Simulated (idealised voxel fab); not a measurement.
Process module under the name voxel transistor to metal
Pictured: cross-section cut, 190 nm wide, on a grid of 5 nm square cells.
Square cells in a grid make up a cross-section in this document, and the grid is given as bands, listed from the top down, each one or more rows of cells.
Heads up on the band format: heights come first, top then bottom, in nm. After that it's the materials left to right, each with its width in nm. A single material flagged "throughout" fills the whole band edge to edge, and "air" means there's empty space there.
Measure heights from 0. That's the level where, below it, the as-received wafer is all one material. The lowest band is bottomless and extends downward; write it as in "0 -> down".
Width "30 to 40": first value at the band's top row of cells, second value at its bottom row, equal change from row to row.
"left unchanged" for a step: no cell of the cross-section changed in that step.
Listed in "Closed void table": every empty space of 8 or more cells without an open way to the top. Form: width x height at distance, the distance being from the left edge, all in nm.
On each step's line, the part that comes after the settings is the simulator's own comment on the step.
What "overlay nm" on a step's line means: if the step has a mask, that mask lay this far to the right of its planned place, or, when the value is negative, to the left.
Process steps (planned):
1 RECEIVE, material Si
2 CONFORMAL_DEP, material SiO2, thk nm 5
3 CONFORMAL_DEP, material SiN, thk nm 10
4 DIRECTIONAL_DEP, material aC, thk nm 10
5 PATTERN, tone cover, mask id ACTIVE, material resist, width nm 85, thk nm 30, overlay nm 0
6 DIRECTIONAL_ETCH, etch materials aC, depth nm 10
7 STRIP, etch materials resist
8 DIRECTIONAL_ETCH, etch materials SiN, depth nm 10
9 DIRECTIONAL_ETCH, etch materials SiO2, depth nm 5
10 DIRECTIONAL_ETCH, etch materials Si, depth nm 30
11 STRIP, etch materials aC
12 FILL_DEP, material SiO2, thk nm 10
13 CMP, height nm 15
14 SELECTIVE_ETCH, etch materials SiO2, depth nm 5
15 STRIP, etch materials SiN
16 SELECTIVE_ETCH, etch materials SiO2, depth nm 5
17 OXIDIZE, depth nm 5
18 DIRECTIONAL_DEP, material polySi, thk nm 25
19 DIRECTIONAL_DEP, material SiCN, thk nm 15
20 MASKED_ETCH, tone cover, mask id GATE, width nm 15, etch materials SiCN, depth nm 25, overlay nm 0
21 MASKED_ETCH, tone cover, mask id GATE, width nm 15, etch materials polySi, depth nm 35, overlay nm 0
22 CONFORMAL_DEP, material SiN, thk nm 5
23 DIRECTIONAL_ETCH, etch materials SiN, depth nm 5
24 DIRECTIONAL_ETCH, etch materials SiO2, depth nm 5
25 EPI, material nSi, thk nm 5
26 FILL_DEP, material SiO2, thk nm 10
27 CMP, height nm 40
28 DIRECTIONAL_DEP, material SiO2, thk nm 10
29 DIRECTIONAL_DEP, material aC, thk nm 10
30 PATTERN, tone open, mask id CONTACT, material resist, width nm 25, pitch nm 50, thk nm 30, overlay nm 0
31 DIRECTIONAL_ETCH, etch materials aC, depth nm 10
32 STRIP, etch materials resist
33 DIRECTIONAL_ETCH, etch materials SiO2, depth nm 50
34 STRIP, etch materials aC
35 CONFORMAL_DEP, material TiN, thk nm 5
36 FILL_DEP, material W, thk nm 5
37 CMP, height nm 50
38 CONFORMAL_DEP, material SiN, thk nm 5
39 DIRECTIONAL_DEP, material lowk, thk nm 25
40 PATTERN, tone open, mask id METAL_1, material resist, width nm 15, pitch nm 60, thk nm 20, overlay nm 0
41 DIRECTIONAL_ETCH, etch materials lowk, depth nm 25
42 DIRECTIONAL_ETCH, etch materials SiN, depth nm 5
43 STRIP, etch materials resist
44 CONFORMAL_DEP, material TiN, thk nm 5
45 FILL_DEP, material Ru, thk nm 5
46 CMP, height nm 80
47 CONFORMAL_DEP, material SiCN, thk nm 5
The following pertains to the first of two wafers, which was processed as planned:
Cross-section: wafer on arrival = after step 1:
- 0 -> down  Si throughout
- Closed void table: none
Cross-section through the wafer, step 2 finished:
- 5 -> 0  SiO2 throughout
- At heights below 0, the structure remains unaltered.
Cross-section through the wafer, step 3 finished:
- 15 -> 5  SiN throughout
- At heights below 5, the structure remains unaltered.
Cross-section through the wafer, step 4 finished:
- 25 -> 15  aC throughout
- At heights below 15, the structure remains unaltered.
Cross-section through the wafer, step 5 finished:
- 55 -> 25  air=50, then resist=85, then air=55
- At heights below 25, the structure remains unaltered.
Cross-section through the wafer, step 6 finished:
- 45 -> 25  air=50, then resist=85, then air=55
- 25 -> 15  air=50, then aC=85, then air=55
- At heights below 15, the structure remains unaltered.
Cross-section through the wafer, step 7 finished:
- 25 -> 15  air=50, then aC=85, then air=55
- At heights below 15, the structure remains unaltered.
Cross-section through the wafer, step 8 finished:
- 25 -> 15  air=50, then aC=85, then air=55
- 15 -> 5  air=50, then SiN=85, then air=55
- At heights below 5, the structure remains unaltered.
Cross-section through the wafer, step 9 finished:
- 25 -> 15  air=50, then aC=85, then air=55
- 15 -> 5  air=50, then SiN=85, then air=55
- 5 -> 0  air=50, then SiO2=85, then air=55
- At heights below 0, the structure remains unaltered.
Cross-section through the wafer, step 10 finished:
- 25 -> 15  air=50, then aC=85, then air=55
- 15 -> 5  air=50, then SiN=85, then air=55
- 5 -> 0  air=50, then SiO2=85, then air=55
- 0 -> -30  air=50, then Si=85, then air=55
- At heights below -30, the structure remains unaltered.
Cross-section through the wafer, step 11 finished:
- 15 -> 5  air=50, then SiN=85, then air=55
- At heights below 5, the structure remains unaltered.
Cross-section through the wafer, step 12 finished:
- 25 -> 15  SiO2 throughout
- 15 -> 5  SiO2=50, then SiN=85, then SiO2=55
- 5 -> 0  SiO2 throughout
- 0 -> -30  SiO2=50, then Si=85, then SiO2=55
- At heights below -30, the structure remains unaltered.
Cross-section through the wafer, step 13 finished:
- 15 -> 5  SiO2=50, then SiN=85, then SiO2=55
- At heights below 5, the structure remains unaltered.
Cross-section through the wafer, step 14 finished:
- 15 -> 10  air=50, then SiN=85, then air=55
- At heights below 10, the structure remains unaltered.
Cross-section through the wafer, step 15 finished:
- 10 -> 5  SiO2=50, then air=85, then SiO2=55
- At heights below 5, the structure remains unaltered.
Cross-section through the wafer, step 16 finished:
- 5 -> 0  SiO2=45, then air=95, then SiO2=50
- At heights below 0, the structure remains unaltered.
Cross-section through the wafer, step 17 finished:
- 5 -> 0  SiO2=45, then air=95, then SiO2=50
- 0 -> -5  SiO2 throughout
- At heights below -5, the structure remains unaltered.
Cross-section through the wafer, step 18 finished:
- 30 -> 25  polySi=45, then air=95, then polySi=50
- 25 -> 5  polySi throughout
- 5 -> 0  SiO2=45, then polySi=95, then SiO2=50
- At heights below 0, the structure remains unaltered.
Cross-section through the wafer, step 19 finished:
- 45 -> 40  SiCN=45, then air=95, then SiCN=50
- 40 -> 30  SiCN throughout
- 30 -> 25  polySi=45, then SiCN=95, then polySi=50
- At heights below 25, the structure remains unaltered.
Cross-section through the wafer, step 20 finished:
- 40 -> 30  air=85, then SiCN=15, then air=90
- 30 -> 25  polySi=45, then air=40, then SiCN=15, then air=40, then polySi=50
- At heights below 25, the structure remains unaltered.
Cross-section through the wafer, step 21 finished:
- 40 -> 25  air=85, then SiCN=15, then air=90
- 25 -> 5  air=85, then polySi=15, then air=90
- 5 -> 0  SiO2=45, then air=40, then polySi=15, then air=40, then SiO2=50
- At heights below 0, the structure remains unaltered.
Cross-section through the wafer, step 22 finished:
- 45 -> 40  air=80, then SiN=25, then air=85
- 40 -> 25  air=80, then SiN=5, then SiCN=15, then SiN=5, then air=85
- 25 -> 10  air=80, then SiN=5, then polySi=15, then SiN=5, then air=85
- 10 -> 5  SiN=50, then air=30, then SiN=5, then polySi=15, then SiN=5, then air=30, then SiN=55
- 5 -> 0  SiO2=45, then SiN=40, then polySi=15, then SiN=40, then SiO2=50
- At heights below 0, the structure remains unaltered.
Cross-section through the wafer, step 23 finished:
- 40 -> 25  air=80, then SiN=5, then SiCN=15, then SiN=5, then air=85
- 25 -> 5  air=80, then SiN=5, then polySi=15, then SiN=5, then air=85
- 5 -> 0  SiO2=45, then SiN=5, then air=30, then SiN=5, then polySi=15, then SiN=5, then air=30, then SiN=5, then SiO2=50
- At heights below 0, the structure remains unaltered.
Cross-section through the wafer, step 24 finished:
- 40 -> 25  air=80, then SiN=5, then SiCN=15, then SiN=5, then air=85
- 25 -> 5  air=80, then SiN=5, then polySi=15, then SiN=5, then air=85
- 5 -> 0  air=45, then SiN=5, then air=30, then SiN=5, then polySi=15, then SiN=5, then air=30, then SiN=5, then air=50
- 0 -> -5  SiO2=50, then air=30, then SiO2=25, then air=30, then SiO2=55
- At heights below -5, the structure remains unaltered.
Cross-section through the wafer, step 25 finished:
- 40 -> 25  air=80, then SiN=5, then SiCN=15, then SiN=5, then air=85
- 25 -> 5  air=80, then SiN=5, then polySi=15, then SiN=5, then air=85
- 5 -> 0  air=45, then SiN=5, then air=30, then SiN=5, then polySi=15, then SiN=5, then air=30, then SiN=5, then air=50
- 0 -> -5  SiO2=50, then nSi=30, then SiO2=25, then nSi=30, then SiO2=55
- At heights below -5, the structure remains unaltered.
Cross-section through the wafer, step 26 finished:
- 50 -> 40  SiO2 throughout
- 40 -> 25  SiO2=80, then SiN=5, then SiCN=15, then SiN=5, then SiO2=85
- 25 -> 5  SiO2=80, then SiN=5, then polySi=15, then SiN=5, then SiO2=85
- 5 -> 0  SiO2=45, then SiN=5, then SiO2=30, then SiN=5, then polySi=15, then SiN=5, then SiO2=30, then SiN=5, then SiO2=50
- At heights below 0, the structure remains unaltered.
Cross-section through the wafer, step 27 finished:
- 40 -> 25  SiO2=80, then SiN=5, then SiCN=15, then SiN=5, then SiO2=85
- At heights below 25, the structure remains unaltered.
Cross-section through the wafer, step 28 finished:
- 50 -> 40  SiO2 throughout
- At heights below 40, the structure remains unaltered.
Cross-section through the wafer, step 29 finished:
- 60 -> 50  aC throughout
- At heights below 50, the structure remains unaltered.
Cross-section through the wafer, step 30 finished:
- 90 -> 60  resist=55, then air=25, then resist=25, then air=25, then resist=60
- At heights below 60, the structure remains unaltered.
Cross-section through the wafer, step 31 finished:
- 80 -> 60  resist=55, then air=25, then resist=25, then air=25, then resist=60
- 60 -> 50  aC=55, then air=25, then aC=25, then air=25, then aC=60
- At heights below 50, the structure remains unaltered.
Cross-section through the wafer, step 32 finished:
- 60 -> 50  aC=55, then air=25, then aC=25, then air=25, then aC=60
- At heights below 50, the structure remains unaltered.
Cross-section through the wafer, step 33 finished:
- 60 -> 50  aC=55, then air=25, then aC=25, then air=25, then aC=60
- 50 -> 40  SiO2=55, then air=25, then SiO2=25, then air=25, then SiO2=60
- 40 -> 25  SiO2=55, then air=25, then SiN=5, then SiCN=15, then SiN=5, then air=25, then SiO2=60
- 25 -> 5  SiO2=55, then air=25, then SiN=5, then polySi=15, then SiN=5, then air=25, then SiO2=60
- 5 -> 0  SiO2=45, then SiN=5, then SiO2=5, then air=25, then SiN=5, then polySi=15, then SiN=5, then air=25, then SiO2=5, then SiN=5, then SiO2=50
- At heights below 0, the structure remains unaltered.
Cross-section through the wafer, step 34 finished:
- 50 -> 40  SiO2=55, then air=25, then SiO2=25, then air=25, then SiO2=60
- At heights below 40, the structure remains unaltered.
Cross-section through the wafer, step 35 finished:
- 55 -> 50  TiN=60, then air=15, then TiN=35, then air=15, then TiN=65
- 50 -> 40  SiO2=55, then TiN=5, then air=15, then TiN=5, then SiO2=25, then TiN=5, then air=15, then TiN=5, then SiO2=60
- 40 -> 25  SiO2=55, then TiN=5, then air=15, then TiN=5, then SiN=5, then SiCN=15, then SiN=5, then TiN=5, then air=15, then TiN=5, then SiO2=60
- 25 -> 5  SiO2=55, then TiN=5, then air=15, then TiN=5, then SiN=5, then polySi=15, then SiN=5, then TiN=5, then air=15, then TiN=5, then SiO2=60
- 5 -> 0  SiO2=45, then SiN=5, then SiO2=5, then TiN=25, then SiN=5, then polySi=15, then SiN=5, then TiN=25, then SiO2=5, then SiN=5, then SiO2=50
- At heights below 0, the structure remains unaltered.
Cross-section through the wafer, step 36 finished:
- 60 -> 55  W throughout
- 55 -> 50  TiN=60, then W=15, then TiN=35, then W=15, then TiN=65
- 50 -> 40  SiO2=55, then TiN=5, then W=15, then TiN=5, then SiO2=25, then TiN=5, then W=15, then TiN=5, then SiO2=60
- 40 -> 25  SiO2=55, then TiN=5, then W=15, then TiN=5, then SiN=5, then SiCN=15, then SiN=5, then TiN=5, then W=15, then TiN=5, then SiO2=60
- 25 -> 5  SiO2=55, then TiN=5, then W=15, then TiN=5, then SiN=5, then polySi=15, then SiN=5, then TiN=5, then W=15, then TiN=5, then SiO2=60
- At heights below 5, the structure remains unaltered.
Cross-section through the wafer, step 37 finished:
- 50 -> 40  SiO2=55, then TiN=5, then W=15, then TiN=5, then SiO2=25, then TiN=5, then W=15, then TiN=5, then SiO2=60
- At heights below 40, the structure remains unaltered.
Cross-section through the wafer, step 38 finished:
- 55 -> 50  SiN throughout
- At heights below 50, the structure remains unaltered.
Cross-section through the wafer, step 39 finished:
- 80 -> 55  lowk throughout
- At heights below 55, the structure remains unaltered.
Cross-section through the wafer, step 40 finished:
- 100 -> 80  resist=55, then air=15, then resist=45, then air=15, then resist=60
- At heights below 80, the structure remains unaltered.
Cross-section through the wafer, step 41 finished:
- 100 -> 80  resist=55, then air=15, then resist=45, then air=15, then resist=60
- 80 -> 55  lowk=55, then air=15, then lowk=45, then air=15, then lowk=60
- At heights below 55, the structure remains unaltered.
Cross-section through the wafer, step 42 finished:
- 100 -> 80  resist=55, then air=15, then resist=45, then air=15, then resist=60
- 80 -> 55  lowk=55, then air=15, then lowk=45, then air=15, then lowk=60
- 55 -> 50  SiN=55, then air=15, then SiN=45, then air=15, then SiN=60
- At heights below 50, the structure remains unaltered.
Cross-section through the wafer, step 43 finished:
- 80 -> 55  lowk=55, then air=15, then lowk=45, then air=15, then lowk=60
- At heights below 55, the structure remains unaltered.
Cross-section through the wafer, step 44 finished:
- 85 -> 80  TiN=60, then air=5, then TiN=55, then air=5, then TiN=65
- 80 -> 55  lowk=55, then TiN=5, then air=5, then TiN=5, then lowk=45, then TiN=5, then air=5, then TiN=5, then lowk=60
- 55 -> 50  SiN=55, then TiN=15, then SiN=45, then TiN=15, then SiN=60
- At heights below 50, the structure remains unaltered.
Cross-section through the wafer, step 45 finished:
- 90 -> 85  Ru throughout
- 85 -> 80  TiN=60, then Ru=5, then TiN=55, then Ru=5, then TiN=65
- 80 -> 55  lowk=55, then TiN=5, then Ru=5, then TiN=5, then lowk=45, then TiN=5, then Ru=5, then TiN=5, then lowk=60
- At heights below 55, the structure remains unaltered.
Cross-section through the wafer, step 46 finished:
- 80 -> 55  lowk=55, then TiN=5, then Ru=5, then TiN=5, then lowk=45, then TiN=5, then Ru=5, then TiN=5, then lowk=60
- At heights below 55, the structure remains unaltered.
Cross-section through the wafer, step 47 finished:
- 85 -> 80  SiCN throughout
- At heights below 80, the structure remains unaltered.
Now the other wafer: same start, same recipe, but we messed up one thing when running it. Up to and including step 36 it's the same as the first one:
Second wafer, cut view, end of step 37 per plan:
- 55 -> 50  TiN=60, then W=15, then TiN=35, then W=15, then TiN=65
- At heights below 50, the structure remains unaltered.
Second wafer, cut view, end of step 38 per plan:
- 60 -> 55  SiN throughout
- At heights below 55, the structure remains unaltered.
Second wafer, cut view, end of step 39 per plan:
- 85 -> 60  lowk throughout
- At heights below 60, the structure remains unaltered.
Second wafer, cut view, end of step 40 per plan:
- 105 -> 85  resist=55, then air=15, then resist=45, then air=15, then resist=60
- At heights below 85, the structure remains unaltered.
Second wafer, cut view, end of step 41 per plan:
- 105 -> 85  resist=55, then air=15, then resist=45, then air=15, then resist=60
- 85 -> 60  lowk=55, then air=15, then lowk=45, then air=15, then lowk=60
- At heights below 60, the structure remains unaltered.
Second wafer, cut view, end of step 42 per plan:
- 105 -> 85  resist=55, then air=15, then resist=45, then air=15, then resist=60
- 85 -> 60  lowk=55, then air=15, then lowk=45, then air=15, then lowk=60
- 60 -> 55  SiN=55, then air=15, then SiN=45, then air=15, then SiN=60
- At heights below 55, the structure remains unaltered.
Second wafer, cut view, end of step 43 per plan:
- 85 -> 60  lowk=55, then air=15, then lowk=45, then air=15, then lowk=60
- At heights below 60, the structure remains unaltered.
Second wafer, cut view, end of step 44 per plan:
- 90 -> 85  TiN=60, then air=5, then TiN=55, then air=5, then TiN=65
- 85 -> 60  lowk=55, then TiN=5, then air=5, then TiN=5, then lowk=45, then TiN=5, then air=5, then TiN=5, then lowk=60
- 60 -> 55  SiN=55, then TiN=15, then SiN=45, then TiN=15, then SiN=60
- At heights below 55, the structure remains unaltered.
Second wafer, cut view, end of step 45 per plan:
- 95 -> 90  Ru throughout
- 90 -> 85  TiN=60, then Ru=5, then TiN=55, then Ru=5, then TiN=65
- 85 -> 60  lowk=55, then TiN=5, then Ru=5, then TiN=5, then lowk=45, then TiN=5, then Ru=5, then TiN=5, then lowk=60
- At heights below 60, the structure remains unaltered.
Second wafer, cut view, end of step 46 per plan:
- 80 -> 60  lowk=55, then TiN=5, then Ru=5, then TiN=5, then lowk=45, then TiN=5, then Ru=5, then TiN=5, then lowk=60
- At heights below 60, the structure remains unaltered.
Second wafer, cut view, end of step 47 per plan:
- 85 -> 80  SiCN throughout
- At heights below 80, the structure remains unaltered.
what went wrong: step 37 changed vs plan, executed as CMP, height nm 55
Looking at both finished wafers in cells, the second ends up ahead of or behind the first on some materials: Ru: 2 fewer, TiN: 28 more, W: 6 more, lowk: 32 fewer
